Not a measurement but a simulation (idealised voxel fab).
process module | voxel air gaps
cross-section cut | 270 nm wide | cells 5 nm
A cross-section is a grid of square cells, given in bands from the top down. A band is one or more rows of cells.
Each band's line starts with the height of the band's top and of its bottom, in nm. Then come its materials from left to right, each with its width in nm. One material with "throughout" fills the band from edge to edge. "air" is empty space.
Height 0 is the level under which the wafer as received is all one material. The lowest band goes on downwards, as in "0 down".
A width such as "30 to 40" changes by the same amount from each row of cells to the next, from the band's top row to its bottom row.
"no change" after a step means that no cell of the cross-section changed.
closed voids: empty space of 8 cells or more with no open way to the top, each as width x height at its distance from the left edge, in nm
after a step's settings: what the simulator itself notes on the step
overlay nm, on a step with a mask: how far to the right of its planned place the mask lay; to the left if negative
plan
1 op RECEIVE | material Si
2 op CONFORMAL_DEP | material SiO2 | thk nm 15
3 op CONFORMAL_DEP | material SiCN | thk nm 5
4 op DIRECTIONAL_DEP | material lowk | thk nm 30
5 op PATTERN | tone open | mask id LINES | material resist | width nm 25 | pitch nm 50 | thk nm 15 | overlay nm 0
6 op DIRECTIONAL_ETCH | etch materials lowk | depth nm 30
7 op STRIP | etch materials resist
8 op CONFORMAL_DEP | material TiN | thk nm 5
9 op FILL_DEP | material W | thk nm 5
10 op CMP | height nm 50
11 op EPI | material Ru | thk nm 10
12 op SELECTIVE_ETCH | etch materials lowk | depth nm 40
13 op CONFORMAL_DEP | material SiCN | thk nm 5
as received, after step 1
  0 down: Si throughout
  closed voids: none
a wafer at the end: this start, this plan, one mistake
  65 to 60: SiCN throughout
  60 to 50: Ru 80 | SiCN 5 | Ru 45 | SiCN 5 | Ru 45 | SiCN 5 | Ru 85
  50 to 45: W 65 | TiN 5 | SiCN 25 | TiN 5 | W 15 | TiN 5 | SiCN 25 | TiN 5 | W 15 | TiN 5 | SiCN 25 | TiN 5 | W 70
  45 to 25: W 65 | TiN 5 | SiCN 5 | air 15 | SiCN 5 | TiN 5 | W 15 | TiN 5 | SiCN 5 | air 15 | SiCN 5 | TiN 5 | W 15 | TiN 5 | SiCN 5 | air 15 | SiCN 5 | TiN 5 | W 70
  25 to 20: TiN 70 | SiCN 25 | TiN 25 | SiCN 25 | TiN 25 | SiCN 25 | TiN 75
  20 to 15: SiCN throughout
  15 to 0: SiO2 throughout
  0 down: Si throughout
  closed voids: 15 x 20 at 75; 15 x 20 at 125; 15 x 20 at 175
what went wrong: step 5 ran as: op PATTERN | tone cover | mask id LINES | material resist | width nm 25 | pitch nm 50 | thk nm 15 | overlay nm 0
